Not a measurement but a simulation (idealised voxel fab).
The following process module bears the name voxel trench capacitor.
245 nm wide, 5 nm square cells: that's cross-section cut.
If you're reading a cross-section in this doc, picture square cells in a grid; it comes to you as bands, top ones listed first down to the bottom, and a band can be one or more rows of cells.
Heights first: top, then bottom, in nm. Then materials, left to right, each with a width in nm. "throughout" on a single material: fills the band edge to edge. "empty": empty space.
Heads up on the height convention: 0 is the point under which the incoming wafer is all one material, and the lowest band has no bottom, it just keeps going down, like "0 and below".
With a width like "30 to 40", each row of cells in the band differs from the next by the same amount, the top row carrying the first number and the bottom row the second.
Basically "same as before" means that step didn't change any cell in the cross-section.
Entry "Closed void roster". Content: empty spaces with no open connection to the top, size 8 cells or greater. Each: width x height at distance. Distance: from left edge. Unit: nm.
If you see something after the settings on a step's line, that's the simulator's own remark about that step.
For masked steps, "overlay nm" on the step line gives how far right of plan the mask actually lay; a minus sign means it lay to the left.
# Process steps foreseen in the plan
| 1 | RECEIVE with material Si |
| 2 | CONFORMAL_DEP with material SiN, thk nm 5 |
| 3 | PATTERN with tone open, mask id TRENCH, material resist, width nm 25, pitch nm 45, thk nm 20, overlay nm 0 |
| 4 | DIRECTIONAL_ETCH with etch materials SiN, depth nm 5 |
| 5 | DIRECTIONAL_ETCH with etch materials Si, depth nm 35 |
| 6 | STRIP with etch materials resist |
| 7 | CONFORMAL_DEP with material HfO2, thk nm 5 |
| 8 | CONFORMAL_DEP with material TiN, thk nm 5 |
| 9 | FILL_DEP with material W, thk nm 5 |
| 10 | CMP with height nm 5 |
# First wafer, two in total, run as planned
# Received-state cross-section, reflecting completion of step 1
* 0 and below = Si throughout
* Closed void roster: none
# The wafer in cross-section once step 2 is complete
* 5 down to 0 = SiN throughout
* Below 0 it's all the same as before, nothing changed down there.
# The wafer in cross-section once step 3 is complete
* 25 down to 5 = resist (65), empty (25), resist (20), empty (25), resist (20), empty (25), resist (65)
* Below 5 it's all the same as before, nothing changed down there.
# The wafer in cross-section once step 4 is complete
* 25 down to 5 = resist (65), empty (25), resist (20), empty (25), resist (20), empty (25), resist (65)
* 5 down to 0 = SiN (65), empty (25), SiN (20), empty (25), SiN (20), empty (25), SiN (65)
* Below 0 it's all the same as before, nothing changed down there.
# The wafer in cross-section once step 5 is complete
* 25 down to 5 = resist (65), empty (25), resist (20), empty (25), resist (20), empty (25), resist (65)
* 5 down to 0 = SiN (65), empty (25), SiN (20), empty (25), SiN (20), empty (25), SiN (65)
* 0 down to -35 = Si (65), empty (25), Si (20), empty (25), Si (20), empty (25), Si (65)
* Below -35 it's all the same as before, nothing changed down there.
# The wafer in cross-section once step 6 is complete
* 5 down to 0 = SiN (65), empty (25), SiN (20), empty (25), SiN (20), empty (25), SiN (65)
* Below 0 it's all the same as before, nothing changed down there.
# The wafer in cross-section once step 7 is complete
* 10 down to 5 = HfO2 (70), empty (15), HfO2 (30), empty (15), HfO2 (30), empty (15), HfO2 (70)
* 5 down to 0 = SiN (65), HfO2 (5), empty (15), HfO2 (5), SiN (20), HfO2 (5), empty (15), HfO2 (5), SiN (20), HfO2 (5), empty (15), HfO2 (5), SiN (65)
* 0 down to -30 = Si (65), HfO2 (5), empty (15), HfO2 (5), Si (20), HfO2 (5), empty (15), HfO2 (5), Si (20), HfO2 (5), empty (15), HfO2 (5), Si (65)
* -30 down to -35 = Si (65), HfO2 (25), Si (20), HfO2 (25), Si (20), HfO2 (25), Si (65)
* Below -35 it's all the same as before, nothing changed down there.
# The wafer in cross-section once step 8 is complete
* 15 down to 10 = TiN (75), empty (5), TiN (40), empty (5), TiN (40), empty (5), TiN (75)
* 10 down to 5 = HfO2 (70), TiN (5), empty (5), TiN (5), HfO2 (30), TiN (5), empty (5), TiN (5), HfO2 (30), TiN (5), empty (5), TiN (5), HfO2 (70)
* 5 down to 0 = SiN (65), HfO2 (5), TiN (5), empty (5), TiN (5), HfO2 (5), SiN (20), HfO2 (5), TiN (5), empty (5), TiN (5), HfO2 (5), SiN (20), HfO2 (5), TiN (5), empty (5), TiN (5), HfO2 (5), SiN (65)
* 0 down to -25 = Si (65), HfO2 (5), TiN (5), empty (5), TiN (5), HfO2 (5), Si (20), HfO2 (5), TiN (5), empty (5), TiN (5), HfO2 (5), Si (20), HfO2 (5), TiN (5), empty (5), TiN (5), HfO2 (5), Si (65)
* -25 down to -30 = Si (65), HfO2 (5), TiN (15), HfO2 (5), Si (20), HfO2 (5), TiN (15), HfO2 (5), Si (20), HfO2 (5), TiN (15), HfO2 (5), Si (65)
* Below -30 it's all the same as before, nothing changed down there.
# The wafer in cross-section once step 9 is complete
* 20 down to 15 = W throughout
* 15 down to 10 = TiN (75), W (5), TiN (40), W (5), TiN (40), W (5), TiN (75)
* 10 down to 5 = HfO2 (70), TiN (5), W (5), TiN (5), HfO2 (30), TiN (5), W (5), TiN (5), HfO2 (30), TiN (5), W (5), TiN (5), HfO2 (70)
* 5 down to 0 = SiN (65), HfO2 (5), TiN (5), W (5), TiN (5), HfO2 (5), SiN (20), HfO2 (5), TiN (5), W (5), TiN (5), HfO2 (5), SiN (20), HfO2 (5), TiN (5), W (5), TiN (5), HfO2 (5), SiN (65)
* 0 down to -25 = Si (65), HfO2 (5), TiN (5), W (5), TiN (5), HfO2 (5), Si (20), HfO2 (5), TiN (5), W (5), TiN (5), HfO2 (5), Si (20), HfO2 (5), TiN (5), W (5), TiN (5), HfO2 (5), Si (65)
* Below -25 it's all the same as before, nothing changed down there.
# The wafer in cross-section once step 10 is complete
* 5 down to 0 = SiN (65), HfO2 (5), TiN (5), W (5), TiN (5), HfO2 (5), SiN (20), HfO2 (5), TiN (5), W (5), TiN (5), HfO2 (5), SiN (20), HfO2 (5), TiN (5), W (5), TiN (5), HfO2 (5), SiN (65)
* Below 0 it's all the same as before, nothing changed down there.
# The second wafer: identical to the first at the outset and in its planned sequence, differing only in that one mistake was made during processing; up to and including step 6, its path is the first wafer's path
Cross-section: second wafer, time at which step 7 was scheduled to end: same as before
# Cross-section: second wafer, time at which step 8 was scheduled to end
* 10 down to 5 = TiN (70), empty (15), TiN (30), empty (15), TiN (30), empty (15), TiN (70)
* 5 down to 0 = SiN (65), TiN (5), empty (15), TiN (5), SiN (20), TiN (5), empty (15), TiN (5), SiN (20), TiN (5), empty (15), TiN (5), SiN (65)
* 0 down to -30 = Si (65), TiN (5), empty (15), TiN (5), Si (20), TiN (5), empty (15), TiN (5), Si (20), TiN (5), empty (15), TiN (5), Si (65)
* -30 down to -35 = Si (65), TiN (25), Si (20), TiN (25), Si (20), TiN (25), Si (65)
* Below -35 it's all the same as before, nothing changed down there.
# Cross-section: second wafer, time at which step 9 was scheduled to end
* 15 down to 10 = W throughout
* 10 down to 5 = TiN (70), W (15), TiN (30), W (15), TiN (30), W (15), TiN (70)
* 5 down to 0 = SiN (65), TiN (5), W (15), TiN (5), SiN (20), TiN (5), W (15), TiN (5), SiN (20), TiN (5), W (15), TiN (5), SiN (65)
* 0 down to -30 = Si (65), TiN (5), W (15), TiN (5), Si (20), TiN (5), W (15), TiN (5), Si (20), TiN (5), W (15), TiN (5), Si (65)
* Below -30 it's all the same as before, nothing changed down there.
# Cross-section: second wafer, time at which step 10 was scheduled to end
* 5 down to 0 = SiN (65), TiN (5), W (15), TiN (5), SiN (20), TiN (5), W (15), TiN (5), SiN (20), TiN (5), W (15), TiN (5), SiN (65)
* Below 0 it's all the same as before, nothing changed down there.
Misprocessing identified: execution of step 7 of the plan did not take place, the step having been omitted
The second wafer ends with more or fewer cells of some materials than the first, per final count: -57 HfO2; +12 TiN; +45 W
